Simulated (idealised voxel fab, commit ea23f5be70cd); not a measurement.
Name of the process module below: voxel air gaps
Square cell edge 5 nm, section width 285 nm, ID cut.
When this document writes out a cross-section, it uses a grid of square cells and lists it as bands, beginning at the top and moving down, with a band standing for one or more rows of cells. For a band, the entry starts with two heights in nm, that of the top and then that of the bottom, and carries on with the band's materials in order from left to right, each alongside its width in nm; the word "everywhere" beside a single material means it fills the band edge to edge, and "empty" means empty space. Convention: height 0 is the level below which the wafer, as received, is all one material. The lowest band does not terminate at the bottom but continues downward, represented as "from 0 down". So if you see something like "30->40" for the width, read it as the top row of the band sitting at the first number and the bottom row at the second, with every row in between moving by the same amount as the last. Where the words "no modification" appear for a step, the cross-section shows no cell changed by that step; every cell remained as before. The entry "Voids lacking openings" lists the empty spaces that cover at least 8 cells and have no open path to the top. Each is written as width x height at distance, where the distance is measured from the left edge and all three values are in nm. What comes after the settings on a step's line is commentary from the simulator itself on that step. A step line may carry the setting "overlay nm", which, for steps involving a mask, states the distance by which the mask lay to the right of its intended position; negative values denote displacement to the left. Quick note on how to read the rest: it's all pairs. You get the cross-section before a process step and the one after, but the after one only goes down as far as the lowest band that changed. The step in between, with its settings, sits under the pair. Heads up, the pairs can come from different runs of this module on the same starting wafer, so don't assume a pair picks up from the one above unless its "Pre-step condition" entry says it does.
-- Pre-step condition
- from 0 down = Si everywhere
- Voids lacking openings: none
-- Post-Process View
- from 10 to 0 = SiO2 everywhere
- Heights below 0 show no change.
- Voids lacking openings: none
Between the cross-sections above, the step performed was CONFORMAL_DEP,material SiO2,thk nm 10
Pre-step condition: carried over from the after image of the pair right above.
-- Post-Process View
- from 15 to 10 = SiN everywhere
- Heights below 10 show no change.
- Voids lacking openings: none
Between the cross-sections above, the step performed was CONFORMAL_DEP,material SiN,thk nm 5
Pre-step condition: carried over from the after image of the pair right above.
-- Post-Process View
- from 55 to 15 = SiO2 everywhere
- Heights below 15 show no change.
- Voids lacking openings: none
Between the cross-sections above, the step performed was DIRECTIONAL_DEP,material SiO2,thk nm 40
Pre-step condition: carried over from the after image of the pair right above.
-- Post-Process View
- from 65 to 55 = aC everywhere
- Heights below 55 show no change.
- Voids lacking openings: none
Between the cross-sections above, the step performed was DIRECTIONAL_DEP,material aC,thk nm 10
Pre-step condition: carried over from the after image of the pair right above.
-- Post-Process View
- from 95 to 65 = resist 80 nm / empty 25 nm / resist 25 nm / empty 25 nm / resist 25 nm / empty 25 nm / resist 80 nm
- Heights below 65 show no change.
- Voids lacking openings: none
Between the cross-sections above, the step performed was PATTERN,tone open,mask id LINES,material resist,width nm 25,pitch nm 50,thk nm 30,overlay nm 0
Pre-step condition: carried over from the after image of the pair right above.
-- Post-Process View
- from 85 to 65 = resist 80 nm / empty 25 nm / resist 25 nm / empty 25 nm / resist 25 nm / empty 25 nm / resist 80 nm
- from 65 to 55 = aC 80 nm / empty 25 nm / aC 25 nm / empty 25 nm / aC 25 nm / empty 25 nm / aC 80 nm
- Heights below 55 show no change.
- Voids lacking openings: none
Between the cross-sections above, the step performed was DIRECTIONAL_ETCH,etch materials aC,depth nm 10
Pre-step condition: carried over from the after image of the pair right above.
-- Post-Process View
- from 65 to 55 = aC 80 nm / empty 25 nm / aC 25 nm / empty 25 nm / aC 25 nm / empty 25 nm / aC 80 nm
- Heights below 55 show no change.
- Voids lacking openings: none
Between the cross-sections above, the step performed was STRIP,etch materials resist
Pre-step condition: carried over from the after image of the pair right above.
-- Post-Process View
- from 65 to 55 = aC 80 nm / empty 25 nm / aC 25 nm / empty 25 nm / aC 25 nm / empty 25 nm / aC 80 nm
- from 55 to 15 = SiO2 80 nm / empty 25 nm / SiO2 25 nm / empty 25 nm / SiO2 25 nm / empty 25 nm / SiO2 80 nm
- Heights below 15 show no change.
- Voids lacking openings: none
Between the cross-sections above, the step performed was DIRECTIONAL_ETCH,etch materials SiO2,depth nm 40
Pre-step condition: carried over from the after image of the pair right above.
-- Post-Process View
- from 55 to 15 = SiO2 80 nm / empty 25 nm / SiO2 25 nm / empty 25 nm / SiO2 25 nm / empty 25 nm / SiO2 80 nm
- Heights below 15 show no change.
- Voids lacking openings: none
Between the cross-sections above, the step performed was STRIP,etch materials aC
Pre-step condition: carried over from the after image of the pair right above.
-- Post-Process View
- from 60 to 55 = TiN 85 nm / empty 15 nm / TiN 35 nm / empty 15 nm / TiN 35 nm / empty 15 nm / TiN 85 nm
- from 55 to 20 = SiO2 80 nm / TiN 5 nm / empty 15 nm / TiN 5 nm / SiO2 25 nm / TiN 5 nm / empty 15 nm / TiN 5 nm / SiO2 25 nm / TiN 5 nm / empty 15 nm / TiN 5 nm / SiO2 80 nm
- from 20 to 15 = SiO2 80 nm / TiN 25 nm / SiO2 25 nm / TiN 25 nm / SiO2 25 nm / TiN 25 nm / SiO2 80 nm
- Heights below 15 show no change.
- Voids lacking openings: none
Between the cross-sections above, the step performed was CONFORMAL_DEP,material TiN,thk nm 5
Pre-step condition: carried over from the after image of the pair right above.
-- Post-Process View
- from 70 to 60 = W everywhere
- from 60 to 55 = TiN 85 nm / W 15 nm / TiN 35 nm / W 15 nm / TiN 35 nm / W 15 nm / TiN 85 nm
- from 55 to 20 = SiO2 80 nm / TiN 5 nm / W 15 nm / TiN 5 nm / SiO2 25 nm / TiN 5 nm / W 15 nm / TiN 5 nm / SiO2 25 nm / TiN 5 nm / W 15 nm / TiN 5 nm / SiO2 80 nm
- Heights below 20 show no change.
- Voids lacking openings: none
Between the cross-sections above, the step performed was FILL_DEP,material W,thk nm 10
Pre-step condition: carried over from the after image of the pair right above.
-- Post-Process View
- from 55 to 20 = SiO2 80 nm / TiN 5 nm / W 15 nm / TiN 5 nm / SiO2 25 nm / TiN 5 nm / W 15 nm / TiN 5 nm / SiO2 25 nm / TiN 5 nm / W 15 nm / TiN 5 nm / SiO2 80 nm
- Heights below 20 show no change.
- Voids lacking openings: none
Between the cross-sections above, the step performed was CMP,height nm 55
Pre-step condition: carried over from the after image of the pair right above.
-- Post-Process View
- from 65 to 55 = empty 70 nm / Ru 45 nm / empty 5 nm / Ru 45 nm / empty 5 nm / Ru 45 nm / empty 70 nm
- Heights below 55 show no change.
- Voids lacking openings: none
Between the cross-sections above, the step performed was EPI,material Ru,thk nm 10
Pre-step condition: carried over from the after image of the pair right above.
-- Post-Process View
- from 65 to 55 = empty 70 nm / Ru 45 nm / empty 5 nm / Ru 45 nm / empty 5 nm / Ru 45 nm / empty 70 nm
- from 55 to 20 = empty 80 nm / TiN 5 nm / W 15 nm / TiN 5 nm / empty 25 nm / TiN 5 nm / W 15 nm / TiN 5 nm / empty 25 nm / TiN 5 nm / W 15 nm / TiN 5 nm / empty 80 nm
- from 20 to 15 = empty 80 nm / TiN 25 nm / empty 25 nm / TiN 25 nm / empty 25 nm / TiN 25 nm / empty 80 nm
- Heights below 15 show no change.
- Voids lacking openings: none
Between the cross-sections above, the step performed was SELECTIVE_ETCH,etch materials SiO2,depth nm 50
Pre-step condition: carried over from the after image of the pair right above.
-- Post-Process View
- from 70 to 65 = empty 65 nm / SiN 155 nm / empty 65 nm
- from 65 to 55 = empty 65 nm / SiN 5 nm / Ru 45 nm / SiN 5 nm / Ru 45 nm / SiN 5 nm / Ru 45 nm / SiN 5 nm / empty 65 nm
- from 55 to 50 = empty 65 nm / SiN 15 nm / TiN 5 nm / W 15 nm / TiN 5 nm / SiN 25 nm / TiN 5 nm / W 15 nm / TiN 5 nm / SiN 25 nm / TiN 5 nm / W 15 nm / TiN 5 nm / SiN 15 nm / empty 65 nm
- from 50 to 20 = empty 75 nm / SiN 5 nm / TiN 5 nm / W 15 nm / TiN 5 nm / SiN 5 nm / empty 15 nm / SiN 5 nm / TiN 5 nm / W 15 nm / TiN 5 nm / SiN 5 nm / empty 15 nm / SiN 5 nm / TiN 5 nm / W 15 nm / TiN 5 nm / SiN 5 nm / empty 75 nm
- from 20 to 15 = SiN 80 nm / TiN 25 nm / SiN 25 nm / TiN 25 nm / SiN 25 nm / TiN 25 nm / SiN 80 nm
- Heights below 15 show no change.
- Voids lacking openings: 15 x 30 at 110; 15 x 30 at 160
Between the cross-sections above, the step performed was CONFORMAL_DEP,material SiN,thk nm 5
-- Pre-step condition
- from 0 down = Si everywhere
- Voids lacking openings: none
-- Post-Process View
- from 5 to 0 = SiN everywhere
- Heights below 0 show no change.
- Voids lacking openings: none
Between the cross-sections above, the step performed was CONFORMAL_DEP,material SiN,thk nm 5
Pre-step condition: carried over from the after image of the pair right above.
-- Post-Process View
- from 45 to 5 = SiO2 everywhere
- Heights below 5 show no change.
- Voids lacking openings: none
Between the cross-sections above, the step performed was DIRECTIONAL_DEP,material SiO2,thk nm 40
Pre-step condition: carried over from the after image of the pair right above.
-- Post-Process View
- from 55 to 45 = aC everywhere
- Heights below 45 show no change.
- Voids lacking openings: none
Between the cross-sections above, the step performed was DIRECTIONAL_DEP,material aC,thk nm 10
Pre-step condition: carried over from the after image of the pair right above.
-- Post-Process View
- from 85 to 55 = resist 80 nm / empty 25 nm / resist 25 nm / empty 25 nm / resist 25 nm / empty 25 nm / resist 80 nm
- Heights below 55 show no change.
- Voids lacking openings: none
Between the cross-sections above, the step performed was PATTERN,tone open,mask id LINES,material resist,width nm 25,pitch nm 50,thk nm 30,overlay nm 0
Pre-step condition: carried over from the after image of the pair right above.
-- Post-Process View
- from 75 to 55 = resist 80 nm / empty 25 nm / resist 25 nm / empty 25 nm / resist 25 nm / empty 25 nm / resist 80 nm
- from 55 to 45 = aC 80 nm / empty 25 nm / aC 25 nm / empty 25 nm / aC 25 nm / empty 25 nm / aC 80 nm
- Heights below 45 show no change.
- Voids lacking openings: none
Between the cross-sections above, the step performed was DIRECTIONAL_ETCH,etch materials aC,depth nm 10
Pre-step condition: carried over from the after image of the pair right above.
-- Post-Process View
- from 55 to 45 = aC 80 nm / empty 25 nm / aC 25 nm / empty 25 nm / aC 25 nm / empty 25 nm / aC 80 nm
- Heights below 45 show no change.
- Voids lacking openings: none
Between the cross-sections above, the step performed was STRIP,etch materials resist
Pre-step condition: carried over from the after image of the pair right above.
-- Post-Process View
- from 55 to 45 = aC 80 nm / empty 25 nm / aC 25 nm / empty 25 nm / aC 25 nm / empty 25 nm / aC 80 nm
- from 45 to 5 = SiO2 80 nm / empty 25 nm / SiO2 25 nm / empty 25 nm / SiO2 25 nm / empty 25 nm / SiO2 80 nm
- Heights below 5 show no change.
- Voids lacking openings: none
Between the cross-sections above, the step performed was DIRECTIONAL_ETCH,etch materials SiO2,depth nm 40
Pre-step condition: carried over from the after image of the pair right above.
-- Post-Process View
- from 45 to 5 = SiO2 80 nm / empty 25 nm / SiO2 25 nm / empty 25 nm / SiO2 25 nm / empty 25 nm / SiO2 80 nm
- Heights below 5 show no change.
- Voids lacking openings: none
Between the cross-sections above, the step performed was STRIP,etch materials aC
Pre-step condition: carried over from the after image of the pair right above.
-- Post-Process View
- from 50 to 45 = TiN 85 nm / empty 15 nm / TiN 35 nm / empty 15 nm / TiN 35 nm / empty 15 nm / TiN 85 nm
- from 45 to 10 = SiO2 80 nm / TiN 5 nm / empty 15 nm / TiN 5 nm / SiO2 25 nm / TiN 5 nm / empty 15 nm / TiN 5 nm / SiO2 25 nm / TiN 5 nm / empty 15 nm / TiN 5 nm / SiO2 80 nm
- from 10 to 5 = SiO2 80 nm / TiN 25 nm / SiO2 25 nm / TiN 25 nm / SiO2 25 nm / TiN 25 nm / SiO2 80 nm
- Heights below 5 show no change.
- Voids lacking openings: none
Between the cross-sections above, the step performed was CONFORMAL_DEP,material TiN,thk nm 5
Pre-step condition: carried over from the after image of the pair right above.
-- Post-Process View
- from 60 to 50 = W everywhere
- from 50 to 45 = TiN 85 nm / W 15 nm / TiN 35 nm / W 15 nm / TiN 35 nm / W 15 nm / TiN 85 nm
- from 45 to 10 = SiO2 80 nm / TiN 5 nm / W 15 nm / TiN 5 nm / SiO2 25 nm / TiN 5 nm / W 15 nm / TiN 5 nm / SiO2 25 nm / TiN 5 nm / W 15 nm / TiN 5 nm / SiO2 80 nm
- Heights below 10 show no change.
- Voids lacking openings: none
Between the cross-sections above, the step performed was FILL_DEP,material W,thk nm 10
Pre-step condition: carried over from the after image of the pair right above.
-- Post-Process View
- from 55 to 50 = W everywhere
- Heights below 50 show no change.
- Voids lacking openings: none
Between the cross-sections above, the step performed was CMP,height nm 55
Pre-step condition: carried over from the after image of the pair right above.
-- Post-Process View
- from 65 to 55 = Ru everywhere
- Heights below 55 show no change.
- Voids lacking openings: none
Between the cross-sections above, the step performed was EPI,material Ru,thk nm 10
Pre-step condition: carried over from the after image of the pair right above.
-- Post-Process View
- from 70 to 65 = SiN everywhere
- Heights below 65 show no change.
- Voids lacking openings: none
Between the cross-sections above, the step performed was CONFORMAL_DEP,material SiN,thk nm 5
-- Pre-step condition
- from 65 to 55 = empty 70 nm / Ru 45 nm / empty 5 nm / Ru 45 nm / empty 5 nm / Ru 45 nm / empty 70 nm
- from 55 to 20 = SiO2 80 nm / TiN 5 nm / W 15 nm / TiN 5 nm / SiO2 25 nm / TiN 5 nm / W 15 nm / TiN 5 nm / SiO2 25 nm / TiN 5 nm / W 15 nm / TiN 5 nm / SiO2 80 nm
- from 20 to 15 = SiO2 80 nm / TiN 25 nm / SiO2 25 nm / TiN 25 nm / SiO2 25 nm / TiN 25 nm / SiO2 80 nm
- from 15 to 10 = SiN everywhere
- from 10 to 0 = SiO2 everywhere
- from 0 down = Si everywhere
- Voids lacking openings: none
-- Post-Process View
- from 75 to 55 = empty 60 nm / Ru 165 nm / empty 60 nm
- Heights below 55 show no change.
- Voids lacking openings: none
Between the cross-sections above, the step performed was EPI,material Ru,thk nm 10
Pre-step condition: carried over from the after image of the pair right above.
-- Post-Process View
- from 75 to 55 = empty 60 nm / Ru 165 nm / empty 60 nm
- from 55 to 20 = empty 80 nm / TiN 5 nm / W 15 nm / TiN 5 nm / SiO2 25 nm / TiN 5 nm / W 15 nm / TiN 5 nm / SiO2 25 nm / TiN 5 nm / W 15 nm / TiN 5 nm / empty 80 nm
- from 20 to 15 = empty 80 nm / TiN 25 nm / SiO2 25 nm / TiN 25 nm / SiO2 25 nm / TiN 25 nm / empty 80 nm
- Heights below 15 show no change.
- Voids lacking openings: none
Between the cross-sections above, the step performed was SELECTIVE_ETCH,etch materials SiO2,depth nm 50
Pre-step condition: carried over from the after image of the pair right above.
-- Post-Process View
- from 80 to 75 = empty 55 nm / SiN 175 nm / empty 55 nm
- from 75 to 55 = empty 55 nm / SiN 5 nm / Ru 165 nm / SiN 5 nm / empty 55 nm
- from 55 to 50 = empty 55 nm / SiN 25 nm / TiN 5 nm / W 15 nm / TiN 5 nm / SiO2 25 nm / TiN 5 nm / W 15 nm / TiN 5 nm / SiO2 25 nm / TiN 5 nm / W 15 nm / TiN 5 nm / SiN 25 nm / empty 55 nm
- from 50 to 20 = empty 75 nm / SiN 5 nm / TiN 5 nm / W 15 nm / TiN 5 nm / SiO2 25 nm / TiN 5 nm / W 15 nm / TiN 5 nm / SiO2 25 nm / TiN 5 nm / W 15 nm / TiN 5 nm / SiN 5 nm / empty 75 nm
- from 20 to 15 = SiN 80 nm / TiN 25 nm / SiO2 25 nm / TiN 25 nm / SiO2 25 nm / TiN 25 nm / SiN 80 nm
- Heights below 15 show no change.
- Voids lacking openings: none
Between the cross-sections above, the step performed was CONFORMAL_DEP,material SiN,thk nm 5
-- Pre-step condition
- from 10 to 0 = SiO2 everywhere
- from 0 down = Si everywhere
- Voids lacking openings: none
-- Post-Process View
- from 50 to 0 = SiO2 everywhere
- Heights below 0 show no change.
- Voids lacking openings: none
Between the cross-sections above, the step performed was DIRECTIONAL_DEP,material SiO2,thk nm 40
Pre-step condition: carried over from the after image of the pair right above.
-- Post-Process View
- from 55 to 50 = SiN everywhere
- Heights below 50 show no change.
- Voids lacking openings: none
Between the cross-sections above, the step performed was CONFORMAL_DEP,material SiN,thk nm 5
Pre-step condition: carried over from the after image of the pair right above.
-- Post-Process View
- from 65 to 55 = aC everywhere
- Heights below 55 show no change.
- Voids lacking openings: none
Between the cross-sections above, the step performed was DIRECTIONAL_DEP,material aC,thk nm 10
Pre-step condition: carried over from the after image of the pair right above.
-- Post-Process View
- from 95 to 65 = resist 80 nm / empty 25 nm / resist 25 nm / empty 25 nm / resist 25 nm / empty 25 nm / resist 80 nm
- Heights below 65 show no change.
- Voids lacking openings: none
Between the cross-sections above, the step performed was PATTERN,tone open,mask id LINES,material resist,width nm 25,pitch nm 50,thk nm 30,overlay nm 0
Pre-step condition: carried over from the after image of the pair right above.
-- Post-Process View
- from 85 to 65 = resist 80 nm / empty 25 nm / resist 25 nm / empty 25 nm / resist 25 nm / empty 25 nm / resist 80 nm
- from 65 to 55 = aC 80 nm / empty 25 nm / aC 25 nm / empty 25 nm / aC 25 nm / empty 25 nm / aC 80 nm
- Heights below 55 show no change.
- Voids lacking openings: none
Between the cross-sections above, the step performed was DIRECTIONAL_ETCH,etch materials aC,depth nm 10
Pre-step condition: carried over from the after image of the pair right above.
-- Post-Process View
- from 65 to 55 = aC 80 nm / empty 25 nm / aC 25 nm / empty 25 nm / aC 25 nm / empty 25 nm / aC 80 nm
- Heights below 55 show no change.
- Voids lacking openings: none
Between the cross-sections above, the step performed was STRIP,etch materials resist
Pre-step condition: carried over from the after image of the pair right above.
-- Post-Process View
- from 55 to 50 = SiN everywhere
- Heights below 50 show no change.
- Voids lacking openings: none
Between the cross-sections above, the step performed was STRIP,etch materials aC
Pre-step condition: carried over from the after image of the pair right above.
-- Post-Process View
- from 60 to 55 = TiN everywhere
- Heights below 55 show no change.
- Voids lacking openings: none
Between the cross-sections above, the step performed was CONFORMAL_DEP,material TiN,thk nm 5
Pre-step condition: carried over from the after image of the pair right above.
-- Post-Process View
- from 70 to 60 = W everywhere
- Heights below 60 show no change.
- Voids lacking openings: none
Between the cross-sections above, the step performed was FILL_DEP,material W,thk nm 10
Pre-step condition: carried over from the after image of the pair right above.
-- Post-Process View
- from 55 to 50 = SiN everywhere
- Heights below 50 show no change.
- Voids lacking openings: none
Between the cross-sections above, the step performed was CMP,height nm 55
Pre-step condition: carried over from the after image of the pair right above.
-- Post-Process View
- from 60 to 50 = SiN everywhere
- Heights below 50 show no change.
- Voids lacking openings: none
Between the cross-sections above, the step performed was CONFORMAL_DEP,material SiN,thk nm 5
-- Pre-step condition
- from 70 to 60 = W everywhere
- from 60 to 55 = TiN 85 nm / W 15 nm / TiN 35 nm / W 15 nm / TiN 35 nm / W 15 nm / TiN 85 nm
- from 55 to 20 = SiO2 80 nm / TiN 5 nm / W 15 nm / TiN 5 nm / SiO2 25 nm / TiN 5 nm / W 15 nm / TiN 5 nm / SiO2 25 nm / TiN 5 nm / W 15 nm / TiN 5 nm / SiO2 80 nm
- from 20 to 15 = SiO2 80 nm / TiN 25 nm / SiO2 25 nm / TiN 25 nm / SiO2 25 nm / TiN 25 nm / SiO2 80 nm
- from 15 to 10 = SiN everywhere
- from 10 to 0 = SiO2 everywhere
- from 0 down = Si everywhere
- Voids lacking openings: none
-- Post-Process View
- from 45 to 20 = SiO2 80 nm / TiN 5 nm / W 15 nm / TiN 5 nm / SiO2 25 nm / TiN 5 nm / W 15 nm / TiN 5 nm / SiO2 25 nm / TiN 5 nm / W 15 nm / TiN 5 nm / SiO2 80 nm
- Heights below 20 show no change.
- Voids lacking openings: none
Between the cross-sections above, the step performed was CMP,height nm 45
Pre-step condition: carried over from the after image of the pair right above.
-- Post-Process View
- from 55 to 45 = empty 70 nm / Ru 45 nm / empty 5 nm / Ru 45 nm / empty 5 nm / Ru 45 nm / empty 70 nm
- Heights below 45 show no change.
- Voids lacking openings: none
Between the cross-sections above, the step performed was EPI,material Ru,thk nm 10
Pre-step condition: carried over from the after image of the pair right above.
-- Post-Process View
- from 55 to 45 = empty 70 nm / Ru 45 nm / empty 5 nm / Ru 45 nm / empty 5 nm / Ru 45 nm / empty 70 nm
- from 45 to 20 = empty 80 nm / TiN 5 nm / W 15 nm / TiN 5 nm / empty 25 nm / TiN 5 nm / W 15 nm / TiN 5 nm / empty 25 nm / TiN 5 nm / W 15 nm / TiN 5 nm / empty 80 nm
- from 20 to 15 = empty 80 nm / TiN 25 nm / empty 25 nm / TiN 25 nm / empty 25 nm / TiN 25 nm / empty 80 nm
- Heights below 15 show no change.
- Voids lacking openings: none
Between the cross-sections above, the step performed was SELECTIVE_ETCH,etch materials SiO2,depth nm 50
Pre-step condition: carried over from the after image of the pair right above.
-- Post-Process View
- from 60 to 55 = empty 65 nm / SiN 155 nm / empty 65 nm
- from 55 to 45 = empty 65 nm / SiN 5 nm / Ru 45 nm / SiN 5 nm / Ru 45 nm / SiN 5 nm / Ru 45 nm / SiN 5 nm / empty 65 nm
- from 45 to 40 = empty 65 nm / SiN 15 nm / TiN 5 nm / W 15 nm / TiN 5 nm / SiN 25 nm / TiN 5 nm / W 15 nm / TiN 5 nm / SiN 25 nm / TiN 5 nm / W 15 nm / TiN 5 nm / SiN 15 nm / empty 65 nm
- from 40 to 20 = empty 75 nm / SiN 5 nm / TiN 5 nm / W 15 nm / TiN 5 nm / SiN 5 nm / empty 15 nm / SiN 5 nm / TiN 5 nm / W 15 nm / TiN 5 nm / SiN 5 nm / empty 15 nm / SiN 5 nm / TiN 5 nm / W 15 nm / TiN 5 nm / SiN 5 nm / empty 75 nm
- from 20 to 15 = SiN 80 nm / TiN 25 nm / SiN 25 nm / TiN 25 nm / SiN 25 nm / TiN 25 nm / SiN 80 nm
- Heights below 15 show no change.
- Voids lacking openings: 15 x 20 at 110; 15 x 20 at 160
Between the cross-sections above, the step performed was CONFORMAL_DEP,material SiN,thk nm 5
-- Pre-step condition
- from 65 to 55 = aC everywhere
- from 55 to 15 = SiO2 everywhere
- from 15 to 10 = SiN everywhere
- from 10 to 0 = SiO2 everywhere
- from 0 down = Si everywhere
- Voids lacking openings: none
-- Post-Process View
- from 95 to 65 = resist 85 nm / empty 15 nm / resist 35 nm / empty 15 nm / resist 35 nm / empty 15 nm / resist 85 nm
- Heights below 65 show no change.
- Voids lacking openings: none
Between the cross-sections above, the step performed was PATTERN,tone open,mask id LINES,material resist,width nm 15,pitch nm 50,thk nm 30,overlay nm 0
Pre-step condition: carried over from the after image of the pair right above.
-- Post-Process View
- from 85 to 65 = resist 85 nm / empty 15 nm / resist 35 nm / empty 15 nm / resist 35 nm / empty 15 nm / resist 85 nm
- from 65 to 55 = aC 85 nm / empty 15 nm / aC 35 nm / empty 15 nm / aC 35 nm / empty 15 nm / aC 85 nm
- Heights below 55 show no change.
- Voids lacking openings: none
Between the cross-sections above, the step performed was DIRECTIONAL_ETCH,etch materials aC,depth nm 10
Pre-step condition: carried over from the after image of the pair right above.
-- Post-Process View
- from 65 to 55 = aC 85 nm / empty 15 nm / aC 35 nm / empty 15 nm / aC 35 nm / empty 15 nm / aC 85 nm
- Heights below 55 show no change.
- Voids lacking openings: none
Between the cross-sections above, the step performed was STRIP,etch materials resist
Pre-step condition: carried over from the after image of the pair right above.
-- Post-Process View
- from 65 to 55 = aC 85 nm / empty 15 nm / aC 35 nm / empty 15 nm / aC 35 nm / empty 15 nm / aC 85 nm
- from 55 to 15 = SiO2 85 nm / empty 15 nm / SiO2 35 nm / empty 15 nm / SiO2 35 nm / empty 15 nm / SiO2 85 nm
- Heights below 15 show no change.
- Voids lacking openings: none
Between the cross-sections above, the step performed was DIRECTIONAL_ETCH,etch materials SiO2,depth nm 40
Pre-step condition: carried over from the after image of the pair right above.
-- Post-Process View
- from 55 to 15 = SiO2 85 nm / empty 15 nm / SiO2 35 nm / empty 15 nm / SiO2 35 nm / empty 15 nm / SiO2 85 nm
- Heights below 15 show no change.
- Voids lacking openings: none
Between the cross-sections above, the step performed was STRIP,etch materials aC
Pre-step condition: carried over from the after image of the pair right above.
-- Post-Process View
- from 60 to 55 = TiN 90 nm / empty 5 nm / TiN 45 nm / empty 5 nm / TiN 45 nm / empty 5 nm / TiN 90 nm
- from 55 to 20 = SiO2 85 nm / TiN 5 nm / empty 5 nm / TiN 5 nm / SiO2 35 nm / TiN 5 nm / empty 5 nm / TiN 5 nm / SiO2 35 nm / TiN 5 nm / empty 5 nm / TiN 5 nm / SiO2 85 nm
- from 20 to 15 = SiO2 85 nm / TiN 15 nm / SiO2 35 nm / TiN 15 nm / SiO2 35 nm / TiN 15 nm / SiO2 85 nm
- Heights below 15 show no change.
- Voids lacking openings: none
Between the cross-sections above, the step performed was CONFORMAL_DEP,material TiN,thk nm 5
Pre-step condition: carried over from the after image of the pair right above.
-- Post-Process View
- from 70 to 60 = W everywhere
- from 60 to 55 = TiN 90 nm / W 5 nm / TiN 45 nm / W 5 nm / TiN 45 nm / W 5 nm / TiN 90 nm
- from 55 to 20 = SiO2 85 nm / TiN 5 nm / W 5 nm / TiN 5 nm / SiO2 35 nm / TiN 5 nm / W 5 nm / TiN 5 nm / SiO2 35 nm / TiN 5 nm / W 5 nm / TiN 5 nm / SiO2 85 nm
- Heights below 20 show no change.
- Voids lacking openings: none
Between the cross-sections above, the step performed was FILL_DEP,material W,thk nm 10
Pre-step condition: carried over from the after image of the pair right above.
-- Post-Process View
- from 55 to 20 = SiO2 85 nm / TiN 5 nm / W 5 nm / TiN 5 nm / SiO2 35 nm / TiN 5 nm / W 5 nm / TiN 5 nm / SiO2 35 nm / TiN 5 nm / W 5 nm / TiN 5 nm / SiO2 85 nm
- Heights below 20 show no change.
- Voids lacking openings: none
Between the cross-sections above, the step performed was CMP,height nm 55
Pre-step condition: carried over from the after image of the pair right above.
-- Post-Process View
- from 65 to 55 = empty 75 nm / Ru 35 nm / empty 15 nm / Ru 35 nm / empty 15 nm / Ru 35 nm / empty 75 nm
- Heights below 55 show no change.
- Voids lacking openings: none
Between the cross-sections above, the step performed was EPI,material Ru,thk nm 10
Pre-step condition: carried over from the after image of the pair right above.
-- Post-Process View
- from 65 to 55 = empty 75 nm / Ru 35 nm / empty 15 nm / Ru 35 nm / empty 15 nm / Ru 35 nm / empty 75 nm
- from 55 to 20 = empty 85 nm / TiN 5 nm / W 5 nm / TiN 5 nm / empty 35 nm / TiN 5 nm / W 5 nm / TiN 5 nm / empty 35 nm / TiN 5 nm / W 5 nm / TiN 5 nm / empty 85 nm
- from 20 to 15 = empty 85 nm / TiN 15 nm / empty 35 nm / TiN 15 nm / empty 35 nm / TiN 15 nm / empty 85 nm
- Heights below 15 show no change.
- Voids lacking openings: none
Between the cross-sections above, the step performed was SELECTIVE_ETCH,etch materials SiO2,depth nm 50
Pre-step condition: carried over from the after image of the pair right above.
-- Post-Process View
- from 70 to 65 = empty 70 nm / SiN 45 nm / empty 5 nm / SiN 45 nm / empty 5 nm / SiN 45 nm / empty 70 nm
- from 65 to 55 = empty 70 nm / SiN 5 nm / Ru 35 nm / SiN 5 nm / empty 5 nm / SiN 5 nm / Ru 35 nm / SiN 5 nm / empty 5 nm / SiN 5 nm / Ru 35 nm / SiN 5 nm / empty 70 nm
- from 55 to 50 = empty 70 nm / SiN 15 nm / TiN 5 nm / W 5 nm / TiN 5 nm / SiN 15 nm / empty 5 nm / SiN 15 nm / TiN 5 nm / W 5 nm / TiN 5 nm / SiN 15 nm / empty 5 nm / SiN 15 nm / TiN 5 nm / W 5 nm / TiN 5 nm / SiN 15 nm / empty 70 nm
- from 50 to 20 = empty 80 nm / SiN 5 nm / TiN 5 nm / W 5 nm / TiN 5 nm / SiN 5 nm / empty 25 nm / SiN 5 nm / TiN 5 nm / W 5 nm / TiN 5 nm / SiN 5 nm / empty 25 nm / SiN 5 nm / TiN 5 nm / W 5 nm / TiN 5 nm / SiN 5 nm / empty 80 nm
- from 20 to 15 = SiN 85 nm / TiN 15 nm / SiN 35 nm / TiN 15 nm / SiN 35 nm / TiN 15 nm / SiN 85 nm
- Heights below 15 show no change.
- Voids lacking openings: none
Between the cross-sections above, the step performed was CONFORMAL_DEP,material SiN,thk nm 5
-- Pre-step condition
- from 65 to 55 = aC everywhere
- from 55 to 15 = SiO2 everywhere
- from 15 to 10 = SiN everywhere
- from 10 to 0 = SiO2 everywhere
- from 0 down = Si everywhere
- Voids lacking openings: none
-- Post-Process View
- from 95 to 65 = resist 90 nm / empty 25 nm / resist 25 nm / empty 25 nm / resist 25 nm / empty 25 nm / resist 70 nm
- Heights below 65 show no change.
- Voids lacking openings: none
Between the cross-sections above, the step performed was PATTERN,tone open,mask id LINES,material resist,width nm 25,pitch nm 50,thk nm 30,overlay nm 10
Pre-step condition: carried over from the after image of the pair right above.
-- Post-Process View
- from 85 to 65 = resist 90 nm / empty 25 nm / resist 25 nm / empty 25 nm / resist 25 nm / empty 25 nm / resist 70 nm
- from 65 to 55 = aC 90 nm / empty 25 nm / aC 25 nm / empty 25 nm / aC 25 nm / empty 25 nm / aC 70 nm
- Heights below 55 show no change.
- Voids lacking openings: none
Between the cross-sections above, the step performed was DIRECTIONAL_ETCH,etch materials aC,depth nm 10
Pre-step condition: carried over from the after image of the pair right above.
-- Post-Process View
- from 65 to 55 = aC 90 nm / empty 25 nm / aC 25 nm / empty 25 nm / aC 25 nm / empty 25 nm / aC 70 nm
- Heights below 55 show no change.
- Voids lacking openings: none
Between the cross-sections above, the step performed was STRIP,etch materials resist
Pre-step condition: carried over from the after image of the pair right above.
-- Post-Process View
- from 65 to 55 = aC 90 nm / empty 25 nm / aC 25 nm / empty 25 nm / aC 25 nm / empty 25 nm / aC 70 nm
- from 55 to 15 = SiO2 90 nm / empty 25 nm / SiO2 25 nm / empty 25 nm / SiO2 25 nm / empty 25 nm / SiO2 70 nm
- Heights below 15 show no change.
- Voids lacking openings: none
Between the cross-sections above, the step performed was DIRECTIONAL_ETCH,etch materials SiO2,depth nm 40
Pre-step condition: carried over from the after image of the pair right above.
-- Post-Process View
- from 55 to 15 = SiO2 90 nm / empty 25 nm / SiO2 25 nm / empty 25 nm / SiO2 25 nm / empty 25 nm / SiO2 70 nm
- Heights below 15 show no change.
- Voids lacking openings: none
Between the cross-sections above, the step performed was STRIP,etch materials aC
